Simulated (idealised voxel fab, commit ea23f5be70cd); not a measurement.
process module | voxel wiring stack
For reference, the cross-section in this document is cut, with width 295 nm and square cells of 5 nm.
Cross-section layout: square cells on a grid; listed as bands, top to bottom; a band spans one or more cell rows. Heights first: top, then bottom, in nm. Then materials, left to right, each with a width in nm. "everywhere" on a single material: fills the band edge to edge. "blank": empty space. Heights are measured from 0, the level below which the as-received wafer is all one material; the lowest band has no bottom and continues downward, written as in "0..down". Width "30->40": first value at the band's top row of cells, second value at its bottom row, equal change from row to row. The cross-section has no changed cell in any step marked "nothing altered". The list in "Non-vented voids" covers empty spaces of 8 cells or more that cannot reach the top through any open way, and it gives each as width x height at distance; the distance is from the left edge, and width, height and distance are in nm. Heads up: the bit after the settings on a step's line is the simulator's remark on that step. "overlay nm" denotes, for a step that has a mask, the displacement of the mask to the right of its planned place, with negative values corresponding to the left.

**Set out below are the planned steps of the process**
1: RECEIVE: material Si
2: CONFORMAL_DEP: material SiO2, thk nm 10
3: DIRECTIONAL_DEP: material TiN, thk nm 5
4: DIRECTIONAL_DEP: material Ru, thk nm 20
5: MASKED_ETCH: tone cover, mask id METAL_1, width nm 30, pitch nm 50, etch materials Ru, depth nm 20, overlay nm 0
6: MASKED_ETCH: tone cover, mask id METAL_1, width nm 30, pitch nm 50, etch materials TiN, depth nm 5, overlay nm 0
7: FILL_DEP: material SiO2, thk nm 5
8: CMP: height nm 35
9: CONFORMAL_DEP: material SiCN, thk nm 5
10: DIRECTIONAL_DEP: material lowk, thk nm 25
11: MASKED_ETCH: tone open, mask id METAL_2_HOLES, width nm 15, pitch nm 50, etch materials lowk, depth nm 25, overlay nm 0
12: MASKED_ETCH: tone open, mask id METAL_2, width nm 30, pitch nm 50, etch materials lowk, depth nm 15, overlay nm 0
13: MASKED_ETCH: tone open, mask id METAL_2, width nm 30, pitch nm 50, etch materials SiCN, depth nm 5, overlay nm 0
14: CONFORMAL_DEP: material TiN, thk nm 5
15: FILL_DEP: material Ru, thk nm 5
16: CMP: height nm 65
17: CONFORMAL_DEP: material SiCN, thk nm 5
18: DIRECTIONAL_DEP: material SiO2, thk nm 10
19: MASKED_ETCH: tone open, mask id PLUG_2, width nm 15, pitch nm 100, etch materials SiO2, depth nm 10, overlay nm 0
20: MASKED_ETCH: tone open, mask id PLUG_2, width nm 15, pitch nm 100, etch materials SiCN, depth nm 5, overlay nm 0
21: EPI: material Ru, thk nm 10
22: EPI: material Ru, thk nm 5
23: DIRECTIONAL_DEP: material TiN, thk nm 5
24: DIRECTIONAL_DEP: material W, thk nm 25
25: MASKED_ETCH: tone cover, mask id METAL_3, width nm 30, pitch nm 50, etch materials W, depth nm 25, overlay nm 0
26: MASKED_ETCH: tone cover, mask id METAL_3, width nm 30, pitch nm 50, etch materials TiN, depth nm 5, overlay nm 0
27: CONFORMAL_DEP: material SiCN, thk nm 5
28: FILL_DEP: material lowk, thk nm 5
29: CMP: height nm 110
30: CONFORMAL_DEP: material SiCN, thk nm 5
31: DIRECTIONAL_DEP: material SiO2, thk nm 25
32: DIRECTIONAL_DEP: material aC, thk nm 10
33: PATTERN: tone open, mask id METAL_4, material resist, width nm 30, pitch nm 50, thk nm 25, overlay nm 0
34: DIRECTIONAL_ETCH: etch materials aC, depth nm 10
35: STRIP: etch materials resist
36: DIRECTIONAL_ETCH: etch materials SiO2, depth nm 15
37: STRIP: etch materials aC
38: MASKED_ETCH: tone open, mask id METAL_4_HOLES, width nm 15, pitch nm 50, etch materials SiO2, depth nm 10, overlay nm 0
39: MASKED_ETCH: tone open, mask id METAL_4_HOLES, width nm 15, pitch nm 50, etch materials SiCN, depth nm 5, overlay nm 0
40: CONFORMAL_DEP: material TiN, thk nm 5
41: FILL_DEP: material Cu, thk nm 10
42: CMP: height nm 140
43: CONFORMAL_DEP: material SiN, thk nm 5

**First of two wafers - as planned**

**As-received state of the wafer in cross-section, equivalent to post-step 1**
    0..down | Si everywhere
    Non-vented voids: none

**How the wafer stands in section after step 2**
    10..0 | SiO2 everywhere
    Nothing below the height 0 has changed.

**How the wafer stands in section after step 3**
    15..10 | TiN everywhere
    Nothing below the height 10 has changed.

**How the wafer stands in section after step 4**
    35..15 | Ru everywhere
    Nothing below the height 15 has changed.

**How the wafer stands in section after step 5**
    35..15 | blank: 55, then Ru: 30, then blank: 20, then Ru: 30, then blank: 20, then Ru: 30, then blank: 20, then Ru: 30, then blank: 60
    Nothing below the height 15 has changed.

**How the wafer stands in section after step 6**
    35..15 | blank: 55, then Ru: 30, then blank: 20, then Ru: 30, then blank: 20, then Ru: 30, then blank: 20, then Ru: 30, then blank: 60
    15..10 | blank: 55, then TiN: 30, then blank: 20, then TiN: 30, then blank: 20, then TiN: 30, then blank: 20, then TiN: 30, then blank: 60
    Nothing below the height 10 has changed.

**How the wafer stands in section after step 7**
    40..35 | SiO2 everywhere
    35..15 | SiO2: 55, then Ru: 30, then SiO2: 20, then Ru: 30, then SiO2: 20, then Ru: 30, then SiO2: 20, then Ru: 30, then SiO2: 60
    15..10 | SiO2: 55, then TiN: 30, then SiO2: 20, then TiN: 30, then SiO2: 20, then TiN: 30, then SiO2: 20, then TiN: 30, then SiO2: 60
    Nothing below the height 10 has changed.

**How the wafer stands in section after step 8**
    35..15 | SiO2: 55, then Ru: 30, then SiO2: 20, then Ru: 30, then SiO2: 20, then Ru: 30, then SiO2: 20, then Ru: 30, then SiO2: 60
    Nothing below the height 15 has changed.

**How the wafer stands in section after step 9**
    40..35 | SiCN everywhere
    Nothing below the height 35 has changed.

**How the wafer stands in section after step 10**
    65..40 | lowk everywhere
    Nothing below the height 40 has changed.

**How the wafer stands in section after step 11**
    65..40 | lowk: 55, then blank: 15, then lowk: 35, then blank: 15, then lowk: 35, then blank: 15, then lowk: 35, then blank: 15, then lowk: 75
    Nothing below the height 40 has changed.

**How the wafer stands in section after step 12**
    65..50 | lowk: 55, then blank: 30, then lowk: 20, then blank: 30, then lowk: 20, then blank: 30, then lowk: 20, then blank: 30, then lowk: 60
    Nothing below the height 50 has changed.

**How the wafer stands in section after step 13**
    65..50 | lowk: 55, then blank: 30, then lowk: 20, then blank: 30, then lowk: 20, then blank: 30, then lowk: 20, then blank: 30, then lowk: 60
    50..40 | lowk: 55, then blank: 15, then lowk: 35, then blank: 15, then lowk: 35, then blank: 15, then lowk: 35, then blank: 15, then lowk: 75
    40..35 | SiCN: 55, then blank: 15, then SiCN: 35, then blank: 15, then SiCN: 35, then blank: 15, then SiCN: 35, then blank: 15, then SiCN: 75
    Nothing below the height 35 has changed.

**How the wafer stands in section after step 14**
    70..65 | TiN: 60, then blank: 20, then TiN: 30, then blank: 20, then TiN: 30, then blank: 20, then TiN: 30, then blank: 20, then TiN: 65
    65..55 | lowk: 55, then TiN: 5, then blank: 20, then TiN: 5, then lowk: 20, then TiN: 5, then blank: 20, then TiN: 5, then lowk: 20, then TiN: 5, then blank: 20, then TiN: 5, then lowk: 20, then TiN: 5, then blank: 20, then TiN: 5, then lowk: 60
    55..50 | lowk: 55, then TiN: 5, then blank: 5, then TiN: 20, then lowk: 20, then TiN: 5, then blank: 5, then TiN: 20, then lowk: 20, then TiN: 5, then blank: 5, then TiN: 20, then lowk: 20, then TiN: 5, then blank: 5, then TiN: 20, then lowk: 60
    50..40 | lowk: 55, then TiN: 5, then blank: 5, then TiN: 5, then lowk: 35, then TiN: 5, then blank: 5, then TiN: 5, then lowk: 35, then TiN: 5, then blank: 5, then TiN: 5, then lowk: 35, then TiN: 5, then blank: 5, then TiN: 5, then lowk: 75
    40..35 | SiCN: 55, then TiN: 15, then SiCN: 35, then TiN: 15, then SiCN: 35, then TiN: 15, then SiCN: 35, then TiN: 15, then SiCN: 75
    Nothing below the height 35 has changed.

**How the wafer stands in section after step 15**
    75..70 | Ru everywhere
    70..65 | TiN: 60, then Ru: 20, then TiN: 30, then Ru: 20, then TiN: 30, then Ru: 20, then TiN: 30, then Ru: 20, then TiN: 65
    65..55 | lowk: 55, then TiN: 5, then Ru: 20, then TiN: 5, then lowk: 20, then TiN: 5, then Ru: 20, then TiN: 5, then lowk: 20, then TiN: 5, then Ru: 20, then TiN: 5, then lowk: 20, then TiN: 5, then Ru: 20, then TiN: 5, then lowk: 60
    55..50 | lowk: 55, then TiN: 5, then Ru: 5, then TiN: 20, then lowk: 20, then TiN: 5, then Ru: 5, then TiN: 20, then lowk: 20, then TiN: 5, then Ru: 5, then TiN: 20, then lowk: 20, then TiN: 5, then Ru: 5, then TiN: 20, then lowk: 60
    50..40 | lowk: 55, then TiN: 5, then Ru: 5, then TiN: 5, then lowk: 35, then TiN: 5, then Ru: 5, then TiN: 5, then lowk: 35, then TiN: 5, then Ru: 5, then TiN: 5, then lowk: 35, then TiN: 5, then Ru: 5, then TiN: 5, then lowk: 75
    Nothing below the height 40 has changed.

**How the wafer stands in section after step 16**
    65..55 | lowk: 55, then TiN: 5, then Ru: 20, then TiN: 5, then lowk: 20, then TiN: 5, then Ru: 20, then TiN: 5, then lowk: 20, then TiN: 5, then Ru: 20, then TiN: 5, then lowk: 20, then TiN: 5, then Ru: 20, then TiN: 5, then lowk: 60
    Nothing below the height 55 has changed.

**How the wafer stands in section after step 17**
    70..65 | SiCN everywhere
    Nothing below the height 65 has changed.

**How the wafer stands in section after step 18**
    80..70 | SiO2 everywhere
    Nothing below the height 70 has changed.

**How the wafer stands in section after step 19**
    80..70 | SiO2: 55, then blank: 15, then SiO2: 85, then blank: 15, then SiO2: 125
    Nothing below the height 70 has changed.

**How the wafer stands in section after step 20**
    80..70 | SiO2: 55, then blank: 15, then SiO2: 85, then blank: 15, then SiO2: 125
    70..65 | SiCN: 55, then blank: 15, then SiCN: 85, then blank: 15, then SiCN: 125
    Nothing below the height 65 has changed.

**How the wafer stands in section after step 21**
    80..75 | SiO2: 55, then blank: 15, then SiO2: 85, then blank: 15, then SiO2: 125
    75..70 | SiO2: 55, then Ru: 15, then SiO2: 85, then Ru: 15, then SiO2: 125
    70..65 | SiCN: 55, then Ru: 15, then SiCN: 85, then Ru: 15, then SiCN: 125
    Nothing below the height 65 has changed.

**How the wafer stands in section after step 22**
    80..70 | SiO2: 55, then Ru: 15, then SiO2: 85, then Ru: 15, then SiO2: 125
    Nothing below the height 70 has changed.

**How the wafer stands in section after step 23**
    85..80 | TiN everywhere
    Nothing below the height 80 has changed.

**How the wafer stands in section after step 24**
    110..85 | W everywhere
    Nothing below the height 85 has changed.

**How the wafer stands in section after step 25**
    110..85 | blank: 55, then W: 30, then blank: 20, then W: 30, then blank: 20, then W: 30, then blank: 20, then W: 30, then blank: 60
    Nothing below the height 85 has changed.

**How the wafer stands in section after step 26**
    110..85 | blank: 55, then W: 30, then blank: 20, then W: 30, then blank: 20, then W: 30, then blank: 20, then W: 30, then blank: 60
    85..80 | blank: 55, then TiN: 30, then blank: 20, then TiN: 30, then blank: 20, then TiN: 30, then blank: 20, then TiN: 30, then blank: 60
    Nothing below the height 80 has changed.

**How the wafer stands in section after step 27**
    115..110 | blank: 50, then SiCN: 40, then blank: 10, then SiCN: 40, then blank: 10, then SiCN: 40, then blank: 10, then SiCN: 40, then blank: 55
    110..85 | blank: 50, then SiCN: 5, then W: 30, then SiCN: 5, then blank: 10, then SiCN: 5, then W: 30, then SiCN: 5, then blank: 10, then SiCN: 5, then W: 30, then SiCN: 5, then blank: 10, then SiCN: 5, then W: 30, then SiCN: 5, then blank: 55
    85..80 | SiCN: 55, then TiN: 30, then SiCN: 20, then TiN: 30, then SiCN: 20, then TiN: 30, then SiCN: 20, then TiN: 30, then SiCN: 60
    Nothing below the height 80 has changed.

**How the wafer stands in section after step 28**
    120..115 | lowk everywhere
    115..110 | lowk: 50, then SiCN: 40, then lowk: 10, then SiCN: 40, then lowk: 10, then SiCN: 40, then lowk: 10, then SiCN: 40, then lowk: 55
    110..85 | lowk: 50, then SiCN: 5, then W: 30, then SiCN: 5, then lowk: 10, then SiCN: 5, then W: 30, then SiCN: 5, then lowk: 10, then SiCN: 5, then W: 30, then SiCN: 5, then lowk: 10, then SiCN: 5, then W: 30, then SiCN: 5, then lowk: 55
    Nothing below the height 85 has changed.

**How the wafer stands in section after step 29**
    110..85 | lowk: 50, then SiCN: 5, then W: 30, then SiCN: 5, then lowk: 10, then SiCN: 5, then W: 30, then SiCN: 5, then lowk: 10, then SiCN: 5, then W: 30, then SiCN: 5, then lowk: 10, then SiCN: 5, then W: 30, then SiCN: 5, then lowk: 55
    Nothing below the height 85 has changed.

**How the wafer stands in section after step 30**
    115..110 | SiCN everywhere
    Nothing below the height 110 has changed.

**How the wafer stands in section after step 31**
    140..115 | SiO2 everywhere
    Nothing below the height 115 has changed.

**How the wafer stands in section after step 32**
    150..140 | aC everywhere
    Nothing below the height 140 has changed.

**How the wafer stands in section after step 33**
    175..150 | resist: 55, then blank: 30, then resist: 20, then blank: 30, then resist: 20, then blank: 30, then resist: 20, then blank: 30, then resist: 60
    Nothing below the height 150 has changed.

**How the wafer stands in section after step 34**
    165..150 | resist: 55, then blank: 30, then resist: 20, then blank: 30, then resist: 20, then blank: 30, then resist: 20, then blank: 30, then resist: 60
    150..140 | aC: 55, then blank: 30, then aC: 20, then blank: 30, then aC: 20, then blank: 30, then aC: 20, then blank: 30, then aC: 60
    Nothing below the height 140 has changed.

**How the wafer stands in section after step 35**
    150..140 | aC: 55, then blank: 30, then aC: 20, then blank: 30, then aC: 20, then blank: 30, then aC: 20, then blank: 30, then aC: 60
    Nothing below the height 140 has changed.

**How the wafer stands in section after step 36**
    150..140 | aC: 55, then blank: 30, then aC: 20, then blank: 30, then aC: 20, then blank: 30, then aC: 20, then blank: 30, then aC: 60
    140..125 | SiO2: 55, then blank: 30, then SiO2: 20, then blank: 30, then SiO2: 20, then blank: 30, then SiO2: 20, then blank: 30, then SiO2: 60
    Nothing below the height 125 has changed.

**How the wafer stands in section after step 37**
    140..125 | SiO2: 55, then blank: 30, then SiO2: 20, then blank: 30, then SiO2: 20, then blank: 30, then SiO2: 20, then blank: 30, then SiO2: 60
    Nothing below the height 125 has changed.

**How the wafer stands in section after step 38**
    140..125 | SiO2: 55, then blank: 30, then SiO2: 20, then blank: 30, then SiO2: 20, then blank: 30, then SiO2: 20, then blank: 30, then SiO2: 60
    125..115 | SiO2: 55, then blank: 15, then SiO2: 35, then blank: 15, then SiO2: 35, then blank: 15, then SiO2: 35, then blank: 15, then SiO2: 75
    Nothing below the height 115 has changed.

**How the wafer stands in section after step 39**
    140..125 | SiO2: 55, then blank: 30, then SiO2: 20, then blank: 30, then SiO2: 20, then blank: 30, then SiO2: 20, then blank: 30, then SiO2: 60
    125..115 | SiO2: 55, then blank: 15, then SiO2: 35, then blank: 15, then SiO2: 35, then blank: 15, then SiO2: 35, then blank: 15, then SiO2: 75
    115..110 | SiCN: 55, then blank: 15, then SiCN: 35, then blank: 15, then SiCN: 35, then blank: 15, then SiCN: 35, then blank: 15, then SiCN: 75
    Nothing below the height 110 has changed.

**How the wafer stands in section after step 40**
    145..140 | TiN: 60, then blank: 20, then TiN: 30, then blank: 20, then TiN: 30, then blank: 20, then TiN: 30, then blank: 20, then TiN: 65
    140..130 | SiO2: 55, then TiN: 5, then blank: 20, then TiN: 5, then SiO2: 20, then TiN: 5, then blank: 20, then TiN: 5, then SiO2: 20, then TiN: 5, then blank: 20, then TiN: 5, then SiO2: 20, then TiN: 5, then blank: 20, then TiN: 5, then SiO2: 60
    130..125 | SiO2: 55, then TiN: 5, then blank: 5, then TiN: 20, then SiO2: 20, then TiN: 5, then blank: 5, then TiN: 20, then SiO2: 20, then TiN: 5, then blank: 5, then TiN: 20, then SiO2: 20, then TiN: 5, then blank: 5, then TiN: 20, then SiO2: 60
    125..115 | SiO2: 55, then TiN: 5, then blank: 5, then TiN: 5, then SiO2: 35, then TiN: 5, then blank: 5, then TiN: 5, then SiO2: 35, then TiN: 5, then blank: 5, then TiN: 5, then SiO2: 35, then TiN: 5, then blank: 5, then TiN: 5, then SiO2: 75
    115..110 | SiCN: 55, then TiN: 15, then SiCN: 35, then TiN: 15, then SiCN: 35, then TiN: 15, then SiCN: 35, then TiN: 15, then SiCN: 75
    Nothing below the height 110 has changed.

**How the wafer stands in section after step 41**
    155..145 | Cu everywhere
    145..140 | TiN: 60, then Cu: 20, then TiN: 30, then Cu: 20, then TiN: 30, then Cu: 20, then TiN: 30, then Cu: 20, then TiN: 65
    140..130 | SiO2: 55, then TiN: 5, then Cu: 20, then TiN: 5, then SiO2: 20, then TiN: 5, then Cu: 20, then TiN: 5, then SiO2: 20, then TiN: 5, then Cu: 20, then TiN: 5, then SiO2: 20, then TiN: 5, then Cu: 20, then TiN: 5, then SiO2: 60
    130..125 | SiO2: 55, then TiN: 5, then Cu: 5, then TiN: 20, then SiO2: 20, then TiN: 5, then Cu: 5, then TiN: 20, then SiO2: 20, then TiN: 5, then Cu: 5, then TiN: 20, then SiO2: 20, then TiN: 5, then Cu: 5, then TiN: 20, then SiO2: 60
    125..115 | SiO2: 55, then TiN: 5, then Cu: 5, then TiN: 5, then SiO2: 35, then TiN: 5, then Cu: 5, then TiN: 5, then SiO2: 35, then TiN: 5, then Cu: 5, then TiN: 5, then SiO2: 35, then TiN: 5, then Cu: 5, then TiN: 5, then SiO2: 75
    Nothing below the height 115 has changed.

**How the wafer stands in section after step 42**
    140..130 | SiO2: 55, then TiN: 5, then Cu: 20, then TiN: 5, then SiO2: 20, then TiN: 5, then Cu: 20, then TiN: 5, then SiO2: 20, then TiN: 5, then Cu: 20, then TiN: 5, then SiO2: 20, then TiN: 5, then Cu: 20, then TiN: 5, then SiO2: 60
    Nothing below the height 130 has changed.

**How the wafer stands in section after step 43**
    145..140 | SiN everywhere
    Nothing below the height 140 has changed.

**Wafer two of two - same starting point, same process plan, one mistake in execution; matches wafer one up to and including step 18**

**Cross-sectional view of the second wafer at the intended end time of process step 19**
    80..70 | blank: 55, then SiO2: 15, then blank: 85, then SiO2: 15, then blank: 125
    Nothing below the height 70 has changed.

Cross-sectional view of the second wafer at the intended end time of process step 20: nothing altered

Cross-sectional view of the second wafer at the intended end time of process step 21: nothing altered

Cross-sectional view of the second wafer at the intended end time of process step 22: nothing altered

**Cross-sectional view of the second wafer at the intended end time of process step 23**
    85..80 | blank: 55, then TiN: 15, then blank: 85, then TiN: 15, then blank: 125
    80..75 | blank: 55, then SiO2: 15, then blank: 85, then SiO2: 15, then blank: 125
    75..70 | TiN: 55, then SiO2: 15, then TiN: 85, then SiO2: 15, then TiN: 125
    Nothing below the height 70 has changed.

**Cross-sectional view of the second wafer at the intended end time of process step 24**
    110..100 | blank: 55, then W: 15, then blank: 85, then W: 15, then blank: 125
    100..85 | W everywhere
    85..80 | W: 55, then TiN: 15, then W: 85, then TiN: 15, then W: 125
    80..75 | W: 55, then SiO2: 15, then W: 85, then SiO2: 15, then W: 125
    Nothing below the height 75 has changed.

**Cross-sectional view of the second wafer at the intended end time of process step 25**
    110..100 | blank: 55, then W: 15, then blank: 85, then W: 15, then blank: 125
    100..85 | blank: 55, then W: 30, then blank: 20, then W: 30, then blank: 20, then W: 30, then blank: 20, then W: 30, then blank: 60
    85..80 | blank: 55, then TiN: 15, then W: 15, then blank: 20, then W: 30, then blank: 20, then TiN: 15, then W: 15, then blank: 20, then W: 30, then blank: 60
    80..75 | blank: 55, then SiO2: 15, then W: 15, then blank: 20, then W: 30, then blank: 20, then SiO2: 15, then W: 15, then blank: 20, then W: 30, then blank: 60
    Nothing below the height 75 has changed.

**Cross-sectional view of the second wafer at the intended end time of process step 26**
    110..100 | blank: 55, then W: 15, then blank: 85, then W: 15, then blank: 125
    100..85 | blank: 55, then W: 30, then blank: 20, then W: 30, then blank: 20, then W: 30, then blank: 20, then W: 30, then blank: 60
    85..80 | blank: 55, then TiN: 15, then W: 15, then blank: 20, then W: 30, then blank: 20, then TiN: 15, then W: 15, then blank: 20, then W: 30, then blank: 60
    80..75 | blank: 55, then SiO2: 15, then W: 15, then blank: 20, then W: 30, then blank: 20, then SiO2: 15, then W: 15, then blank: 20, then W: 30, then blank: 60
    75..70 | blank: 55, then SiO2: 15, then TiN: 15, then blank: 20, then TiN: 30, then blank: 20, then SiO2: 15, then TiN: 15, then blank: 20, then TiN: 30, then blank: 60
    Nothing below the height 70 has changed.

**Cross-sectional view of the second wafer at the intended end time of process step 27**
    115..110 | blank: 50, then SiCN: 25, then blank: 75, then SiCN: 25, then blank: 120
    110..105 | blank: 50, then SiCN: 5, then W: 15, then SiCN: 5, then blank: 75, then SiCN: 5, then W: 15, then SiCN: 5, then blank: 120
    105..100 | blank: 50, then SiCN: 5, then W: 15, then SiCN: 20, then blank: 10, then SiCN: 40, then blank: 10, then SiCN: 5, then W: 15, then SiCN: 20, then blank: 10, then SiCN: 40, then blank: 55
    100..85 | blank: 50, then SiCN: 5, then W: 30, then SiCN: 5, then blank: 10, then SiCN: 5, then W: 30, then SiCN: 5, then blank: 10, then SiCN: 5, then W: 30, then SiCN: 5, then blank: 10, then SiCN: 5, then W: 30, then SiCN: 5, then blank: 55
    85..80 | blank: 50, then SiCN: 5, then TiN: 15, then W: 15, then SiCN: 5, then blank: 10, then SiCN: 5, then W: 30, then SiCN: 5, then blank: 10, then SiCN: 5, then TiN: 15, then W: 15, then SiCN: 5, then blank: 10, then SiCN: 5, then W: 30, then SiCN: 5, then blank: 55
    80..75 | blank: 50, then SiCN: 5, then SiO2: 15, then W: 15, then SiCN: 5, then blank: 10, then SiCN: 5, then W: 30, then SiCN: 5, then blank: 10, then SiCN: 5, then SiO2: 15, then W: 15, then SiCN: 5, then blank: 10, then SiCN: 5, then W: 30, then SiCN: 5, then blank: 55
    75..70 | SiCN: 55, then SiO2: 15, then TiN: 15, then SiCN: 20, then TiN: 30, then SiCN: 20, then SiO2: 15, then TiN: 15, then SiCN: 20, then TiN: 30, then SiCN: 60
    Nothing below the height 70 has changed.

**Cross-sectional view of the second wafer at the intended end time of process step 28**
    120..115 | lowk everywhere
    115..110 | lowk: 50, then SiCN: 25, then lowk: 75, then SiCN: 25, then lowk: 120
    110..105 | lowk: 50, then SiCN: 5, then W: 15, then SiCN: 5, then lowk: 75, then SiCN: 5, then W: 15, then SiCN: 5, then lowk: 120
    105..100 | lowk: 50, then SiCN: 5, then W: 15, then SiCN: 20, then lowk: 10, then SiCN: 40, then lowk: 10, then SiCN: 5, then W: 15, then SiCN: 20, then lowk: 10, then SiCN: 40, then lowk: 55
    100..85 | lowk: 50, then SiCN: 5, then W: 30, then SiCN: 5, then lowk: 10, then SiCN: 5, then W: 30, then SiCN: 5, then lowk: 10, then SiCN: 5, then W: 30, then SiCN: 5, then lowk: 10, then SiCN: 5, then W: 30, then SiCN: 5, then lowk: 55
    85..80 | lowk: 50, then SiCN: 5, then TiN: 15, then W: 15, then SiCN: 5, then lowk: 10, then SiCN: 5, then W: 30, then SiCN: 5, then lowk: 10, then SiCN: 5, then TiN: 15, then W: 15, then SiCN: 5, then lowk: 10, then SiCN: 5, then W: 30, then SiCN: 5, then lowk: 55
    80..75 | lowk: 50, then SiCN: 5, then SiO2: 15, then W: 15, then SiCN: 5, then lowk: 10, then SiCN: 5, then W: 30, then SiCN: 5, then lowk: 10, then SiCN: 5, then SiO2: 15, then W: 15, then SiCN: 5, then lowk: 10, then SiCN: 5, then W: 30, then SiCN: 5, then lowk: 55
    Nothing below the height 75 has changed.

**Cross-sectional view of the second wafer at the intended end time of process step 29**
    110..105 | lowk: 50, then SiCN: 5, then W: 15, then SiCN: 5, then lowk: 75, then SiCN: 5, then W: 15, then SiCN: 5, then lowk: 120
    Nothing below the height 105 has changed.

**Cross-sectional view of the second wafer at the intended end time of process step 30**
    115..110 | SiCN everywhere
    Nothing below the height 110 has changed.

**Cross-sectional view of the second wafer at the intended end time of process step 31**
    140..115 | SiO2 everywhere
    Nothing below the height 115 has changed.

**Cross-sectional view of the second wafer at the intended end time of process step 32**
    150..140 | aC everywhere
    Nothing below the height 140 has changed.

**Cross-sectional view of the second wafer at the intended end time of process step 33**
    175..150 | resist: 55, then blank: 30, then resist: 20, then blank: 30, then resist: 20, then blank: 30, then resist: 20, then blank: 30, then resist: 60
    Nothing below the height 150 has changed.

**Cross-sectional view of the second wafer at the intended end time of process step 34**
    165..150 | resist: 55, then blank: 30, then resist: 20, then blank: 30, then resist: 20, then blank: 30, then resist: 20, then blank: 30, then resist: 60
    150..140 | aC: 55, then blank: 30, then aC: 20, then blank: 30, then aC: 20, then blank: 30, then aC: 20, then blank: 30, then aC: 60
    Nothing below the height 140 has changed.

**Cross-sectional view of the second wafer at the intended end time of process step 35**
    150..140 | aC: 55, then blank: 30, then aC: 20, then blank: 30, then aC: 20, then blank: 30, then aC: 20, then blank: 30, then aC: 60
    Nothing below the height 140 has changed.

**Cross-sectional view of the second wafer at the intended end time of process step 36**
    150..140 | aC: 55, then blank: 30, then aC: 20, then blank: 30, then aC: 20, then blank: 30, then aC: 20, then blank: 30, then aC: 60
    140..125 | SiO2: 55, then blank: 30, then SiO2: 20, then blank: 30, then SiO2: 20, then blank: 30, then SiO2: 20, then blank: 30, then SiO2: 60
    Nothing below the height 125 has changed.

**Cross-sectional view of the second wafer at the intended end time of process step 37**
    140..125 | SiO2: 55, then blank: 30, then SiO2: 20, then blank: 30, then SiO2: 20, then blank: 30, then SiO2: 20, then blank: 30, then SiO2: 60
    Nothing below the height 125 has changed.

**Cross-sectional view of the second wafer at the intended end time of process step 38**
    140..125 | SiO2: 55, then blank: 30, then SiO2: 20, then blank: 30, then SiO2: 20, then blank: 30, then SiO2: 20, then blank: 30, then SiO2: 60
    125..115 | SiO2: 55, then blank: 15, then SiO2: 35, then blank: 15, then SiO2: 35, then blank: 15, then SiO2: 35, then blank: 15, then SiO2: 75
    Nothing below the height 115 has changed.

**Cross-sectional view of the second wafer at the intended end time of process step 39**
    140..125 | SiO2: 55, then blank: 30, then SiO2: 20, then blank: 30, then SiO2: 20, then blank: 30, then SiO2: 20, then blank: 30, then SiO2: 60
    125..115 | SiO2: 55, then blank: 15, then SiO2: 35, then blank: 15, then SiO2: 35, then blank: 15, then SiO2: 35, then blank: 15, then SiO2: 75
    115..110 | SiCN: 55, then blank: 15, then SiCN: 35, then blank: 15, then SiCN: 35, then blank: 15, then SiCN: 35, then blank: 15, then SiCN: 75
    Nothing below the height 110 has changed.

**Cross-sectional view of the second wafer at the intended end time of process step 40**
    145..140 | TiN: 60, then blank: 20, then TiN: 30, then blank: 20, then TiN: 30, then blank: 20, then TiN: 30, then blank: 20, then TiN: 65
    140..130 | SiO2: 55, then TiN: 5, then blank: 20, then TiN: 5, then SiO2: 20, then TiN: 5, then blank: 20, then TiN: 5, then SiO2: 20, then TiN: 5, then blank: 20, then TiN: 5, then SiO2: 20, then TiN: 5, then blank: 20, then TiN: 5, then SiO2: 60
    130..125 | SiO2: 55, then TiN: 5, then blank: 5, then TiN: 20, then SiO2: 20, then TiN: 5, then blank: 5, then TiN: 20, then SiO2: 20, then TiN: 5, then blank: 5, then TiN: 20, then SiO2: 20, then TiN: 5, then blank: 5, then TiN: 20, then SiO2: 60
    125..115 | SiO2: 55, then TiN: 5, then blank: 5, then TiN: 5, then SiO2: 35, then TiN: 5, then blank: 5, then TiN: 5, then SiO2: 35, then TiN: 5, then blank: 5, then TiN: 5, then SiO2: 35, then TiN: 5, then blank: 5, then TiN: 5, then SiO2: 75
    115..110 | SiCN: 55, then TiN: 15, then SiCN: 35, then TiN: 15, then SiCN: 35, then TiN: 15, then SiCN: 35, then TiN: 15, then SiCN: 75
    Nothing below the height 110 has changed.

**Cross-sectional view of the second wafer at the intended end time of process step 41**
    155..145 | Cu everywhere
    145..140 | TiN: 60, then Cu: 20, then TiN: 30, then Cu: 20, then TiN: 30, then Cu: 20, then TiN: 30, then Cu: 20, then TiN: 65
    140..130 | SiO2: 55, then TiN: 5, then Cu: 20, then TiN: 5, then SiO2: 20, then TiN: 5, then Cu: 20, then TiN: 5, then SiO2: 20, then TiN: 5, then Cu: 20, then TiN: 5, then SiO2: 20, then TiN: 5, then Cu: 20, then TiN: 5, then SiO2: 60
    130..125 | SiO2: 55, then TiN: 5, then Cu: 5, then TiN: 20, then SiO2: 20, then TiN: 5, then Cu: 5, then TiN: 20, then SiO2: 20, then TiN: 5, then Cu: 5, then TiN: 20, then SiO2: 20, then TiN: 5, then Cu: 5, then TiN: 20, then SiO2: 60
    125..115 | SiO2: 55, then TiN: 5, then Cu: 5, then TiN: 5, then SiO2: 35, then TiN: 5, then Cu: 5, then TiN: 5, then SiO2: 35, then TiN: 5, then Cu: 5, then TiN: 5, then SiO2: 35, then TiN: 5, then Cu: 5, then TiN: 5, then SiO2: 75
    Nothing below the height 115 has changed.

**Cross-sectional view of the second wafer at the intended end time of process step 42**
    140..130 | SiO2: 55, then TiN: 5, then Cu: 20, then TiN: 5, then SiO2: 20, then TiN: 5, then Cu: 20, then TiN: 5, then SiO2: 20, then TiN: 5, then Cu: 20, then TiN: 5, then SiO2: 20, then TiN: 5, then Cu: 20, then TiN: 5, then SiO2: 60
    Nothing below the height 130 has changed.

**Cross-sectional view of the second wafer at the intended end time of process step 43**
    145..140 | SiN everywhere
    Nothing below the height 140 has changed.
Against the plan, the run slipped here: step 19 off recipe, ran as MASKED_ETCH: tone cover, mask id PLUG_2, width nm 15, pitch nm 100, etch materials SiO2, depth nm 10, overlay nm 0
Bottom line after processing is that, in cells, the second wafer is up or down on some materials versus the first: -18 Ru | +36 SiCN | -94 SiO2 | +76 lowk
